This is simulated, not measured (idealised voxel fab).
Documented hereafter: the process module known as voxel trench capacitor.
The width of the displayed cross-section, cut, is 160 nm; its cells are square, with a size of 5 nm.
How to read a cross-section here: the picture is a grid of square cells, written as bands going from the top down, and any band can span one or more rows of cells.
Within each band entry, the heights of the top and of the bottom of the band appear first, in that order and in nm; the materials of the band then follow from left to right, each with its corresponding width in nm. The designation "edge to edge" on a single material indicates that it fills the band from edge to edge; the designation "blank" indicates empty space.
Below 0: as-received wafer, all one material; heights counted from there. Lowest band: no bottom, goes on down, written "top 0, no bottom".
Per-row width for "30 to 40": begins at first number (top row of band), ends at second number (bottom row), increment between rows held constant.
When a step is marked "identical to before", none of the cells in the cross-section changed during that step.
"Fully closed voids": empty spaces of 8 cells or more with no open way to the top, each given as width x height at distance, distance from the left edge, all in nm.
Past the settings on a step's line: simulator remark, on that step.
Steps that use a mask can have "overlay nm" on their line. It says how far the mask sat to the right of where it was meant to be. Negative means to the left.

Here's what the planned process steps look like:
step 1: RECEIVE [material Si]
step 2: CONFORMAL_DEP [material SiN] [thk nm 5]
step 3: PATTERN [tone open] [mask id TRENCH] [material resist] [width nm 30] [pitch nm 50] [thk nm 20] [overlay nm 0]
step 4: DIRECTIONAL_ETCH [etch materials SiN] [depth nm 5]
step 5: DIRECTIONAL_ETCH [etch materials Si] [depth nm 25]
step 6: STRIP [etch materials resist]
step 7: CONFORMAL_DEP [material Al2O3] [thk nm 5]
step 8: CONFORMAL_DEP [material TiN] [thk nm 5]
step 9: FILL_DEP [material W] [thk nm 10]
step 10: CMP [height nm 5]

Incoming wafer, cross-sectional view, post step 1:
> top 0, no bottom: Si edge to edge
> Fully closed voids: none

Cross-section at module end, one run error; start and plan unchanged from above:
> top 10, bottom 5: Al2O3 20 nm, then TiN 5 nm, then W 10 nm, then TiN 5 nm, then Al2O3 30 nm, then TiN 5 nm, then W 10 nm, then TiN 5 nm, then Al2O3 30 nm, then TiN 5 nm, then W 10 nm, then TiN 5 nm, then Al2O3 20 nm
> top 5, bottom 0: SiN 15 nm, then Al2O3 5 nm, then TiN 5 nm, then W 10 nm, then TiN 5 nm, then Al2O3 5 nm, then SiN 20 nm, then Al2O3 5 nm, then TiN 5 nm, then W 10 nm, then TiN 5 nm, then Al2O3 5 nm, then SiN 20 nm, then Al2O3 5 nm, then TiN 5 nm, then W 10 nm, then TiN 5 nm, then Al2O3 5 nm, then SiN 15 nm
> top 0, bottom -15: Si 15 nm, then Al2O3 5 nm, then TiN 5 nm, then W 10 nm, then TiN 5 nm, then Al2O3 5 nm, then Si 20 nm, then Al2O3 5 nm, then TiN 5 nm, then W 10 nm, then TiN 5 nm, then Al2O3 5 nm, then Si 20 nm, then Al2O3 5 nm, then TiN 5 nm, then W 10 nm, then TiN 5 nm, then Al2O3 5 nm, then Si 15 nm
> top -15, bottom -20: Si 15 nm, then Al2O3 5 nm, then TiN 20 nm, then Al2O3 5 nm, then Si 20 nm, then Al2O3 5 nm, then TiN 20 nm, then Al2O3 5 nm, then Si 20 nm, then Al2O3 5 nm, then TiN 20 nm, then Al2O3 5 nm, then Si 15 nm
> top -20, bottom -25: Si 15 nm, then Al2O3 30 nm, then Si 20 nm, then Al2O3 30 nm, then Si 20 nm, then Al2O3 30 nm, then Si 15 nm
> top -25, no bottom: Si edge to edge
> Fully closed voids: none
In executing the process, a mistake was made relative to the plan: the process deviated at step 10: the operation and settings actually run there were CMP [height nm 10]
